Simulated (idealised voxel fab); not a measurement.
Proc. module: voxel released beams
Pictured: cross-section cut, 290 nm wide, on a grid of 5 nm square cells.
A cross-section in this document is a grid of square cells, and it is written down as bands, the top band listed before the ones below it; a band is made up of one or more rows of cells.
Within each band entry, the heights of the top and of the bottom of the band appear first, in that order and in nm; the materials of the band then follow from left to right, each with its corresponding width in nm. The designation "full width" on a single material indicates that it fills the band from edge to edge; the designation "air" indicates empty space.
The level at which height equals 0 is the one under which the wafer, as it arrives, is entirely one material. No lower edge exists for the bottom band, which continues downward and is notated as in "from 0 down".
Graded width ("30 to 40"): value in top row of band = first number; value in bottom row = second number; row-to-row change constant.
No cell of the cross-section changed in a step that is given as "no alteration".
In "Non-vented voids" the enclosed voids are listed, meaning empty spaces of 8 cells or larger without any opening to the top. The form is width x height at distance, distance from the left edge, units nm.
Where a step's line continues beyond its settings, the continuation is a remark by the simulator itself on that step.
Each step line may optionally specify "overlay nm", which for a step with a mask gives the rightward distance between the mask's planned place and where it lay, a negative value indicating the leftward direction.
List of planned process steps
1) RECEIVE [material Si]
2) CONFORMAL_DEP [material Al2O3] [thk nm 10]
3) DIRECTIONAL_DEP [material SiO2] [thk nm 20]
4) DIRECTIONAL_DEP [material aC] [thk nm 10]
5) PATTERN [tone open] [mask id ANCHOR] [material resist] [width nm 40] [thk nm 30] [overlay nm 0]
6) DIRECTIONAL_ETCH [etch materials aC] [depth nm 10]
7) STRIP [etch materials resist]
8) DIRECTIONAL_ETCH [etch materials SiO2] [depth nm 20]
9) STRIP [etch materials aC]
10) CONFORMAL_DEP [material SiN] [thk nm 15]
11) PATTERN [tone cover] [mask id BEAM] [material resist] [width nm 115] [thk nm 15] [overlay nm 0]
12) DIRECTIONAL_ETCH [etch materials SiN] [depth nm 15]
13) STRIP [etch materials resist]
14) STRIP [etch materials SiO2]
Here's what the wafer looked like in cross-section when it arrived - that's after step 1
    from 0 down: Si full width
    Non-vented voids: none
Cross-section, end of module. Start: as above. Plan: as above. Execution: one mistake
    from 15 to 0: air 85 nm, then SiN 115 nm, then air 90 nm
    from 0 down: Si full width
    Non-vented voids: none
What went wrong in running the wafer? step 9 was processed under conditions differing from the plan, specifically as STRIP [etch materials Al2O3]
